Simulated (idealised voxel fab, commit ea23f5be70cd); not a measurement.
Proc. module: voxel tone inversion
Cross-sectional view cut (width: 140 nm; square cell size: 5 nm).
We lay out every cross-section as a grid of square cells and spell it out in bands from the top down, where one band means one or more rows of cells.
This entry defines a band. It first specifies the height of the band's top and the height of its bottom in nm, and then specifies the band's materials from left to right, stating each material with its width in nm. The word "edge to edge" identifies a single material that fills the band from edge to edge, while the word "blank" identifies empty space.
For the purposes of this specification, 0 denotes the height below which the wafer in its as-received condition is composed wholly of one material, and the lowermost band, lacking a lower limit, extends downward without end, as expressed in "top 0, no bottom".
Top row gets the first number, bottom row gets the second, and each row in between changes by the same step: that is how a band width like "30->40" works.
A step reported as "remained unchanged" is a step in which no cell of the cross-section changed.
In the "Enclosed internal cavities" entry, you get each enclosed empty space of 8 cells or more, one with no open way to the top, written width x height at distance, distance from the left edge, in nm.
Post-settings text on a step line: simulator's own remark regarding the step.
overlay nm: mask right of planned place by this much (step with mask). Neg. = left.

Intended process steps
1,RECEIVE,material Si
2,CONFORMAL_DEP,material SiCN,thk nm 10
3,DIRECTIONAL_DEP,material aC,thk nm 15
4,PATTERN,tone cover,mask id POSTS,material resist,width nm 15,pitch nm 30,thk nm 25,overlay nm 0
5,DIRECTIONAL_ETCH,etch materials aC,depth nm 15
6,STRIP,etch materials resist
7,FILL_DEP,material lowk,thk nm 10
8,CMP,height nm 25
9,STRIP,etch materials aC

First of two wafers, processed according to plan

Delivered wafer in cross-section: state after step 1
- top 0, no bottom | Si edge to edge
- Enclosed internal cavities: none

Step 2 complete: cross-section through the wafer
- top 10, bottom 0 | SiCN edge to edge
- Anything lower than 0 is untouched.

Step 3 complete: cross-section through the wafer
- top 25, bottom 10 | aC edge to edge
- Anything lower than 10 is untouched.

Step 4 complete: cross-section through the wafer
- top 50, bottom 25 | blank: 45; resist: 15; blank: 15; resist: 15; blank: 50
- Anything lower than 25 is untouched.

Step 5 complete: cross-section through the wafer
- top 35, bottom 25 | blank: 45; resist: 15; blank: 15; resist: 15; blank: 50
- top 25, bottom 10 | blank: 45; aC: 15; blank: 15; aC: 15; blank: 50
- Anything lower than 10 is untouched.

Step 6 complete: cross-section through the wafer
- top 25, bottom 10 | blank: 45; aC: 15; blank: 15; aC: 15; blank: 50
- Anything lower than 10 is untouched.

Step 7 complete: cross-section through the wafer
- top 35, bottom 25 | lowk edge to edge
- top 25, bottom 10 | lowk: 45; aC: 15; lowk: 15; aC: 15; lowk: 50
- Anything lower than 10 is untouched.

Step 8 complete: cross-section through the wafer
- top 25, bottom 10 | lowk: 45; aC: 15; lowk: 15; aC: 15; lowk: 50
- Anything lower than 10 is untouched.

Step 9 complete: cross-section through the wafer
- top 25, bottom 10 | lowk: 45; blank: 15; lowk: 15; blank: 15; lowk: 50
- Anything lower than 10 is untouched.

The second wafer was prepared from the same starting point and under the same plan as the first; its processing contained one mistake, and it remains indistinguishable from the first wafer up to and including step 3

Look at the second wafer in cross-section at the time step 4 ought to have finished
- top 50, bottom 25 | blank: 35; resist: 15; blank: 15; resist: 15; blank: 60
- Anything lower than 25 is untouched.

Look at the second wafer in cross-section at the time step 5 ought to have finished
- top 35, bottom 25 | blank: 35; resist: 15; blank: 15; resist: 15; blank: 60
- top 25, bottom 10 | blank: 35; aC: 15; blank: 15; aC: 15; blank: 60
- Anything lower than 10 is untouched.

Look at the second wafer in cross-section at the time step 6 ought to have finished
- top 25, bottom 10 | blank: 35; aC: 15; blank: 15; aC: 15; blank: 60
- Anything lower than 10 is untouched.

Look at the second wafer in cross-section at the time step 7 ought to have finished
- top 35, bottom 25 | lowk edge to edge
- top 25, bottom 10 | lowk: 35; aC: 15; lowk: 15; aC: 15; lowk: 60
- Anything lower than 10 is untouched.

Look at the second wafer in cross-section at the time step 8 ought to have finished
- top 25, bottom 10 | lowk: 35; aC: 15; lowk: 15; aC: 15; lowk: 60
- Anything lower than 10 is untouched.

Look at the second wafer in cross-section at the time step 9 ought to have finished
- top 25, bottom 10 | lowk: 35; blank: 15; lowk: 15; blank: 15; lowk: 60
- Anything lower than 10 is untouched.
Deviation noted in wafer processing: step 4, actual vs plan mismatch, actual run PATTERN,tone cover,mask id POSTS,material resist,width nm 15,pitch nm 30,thk nm 25,overlay nm -10
Both wafers, final: cells per material equal; arrangement not.
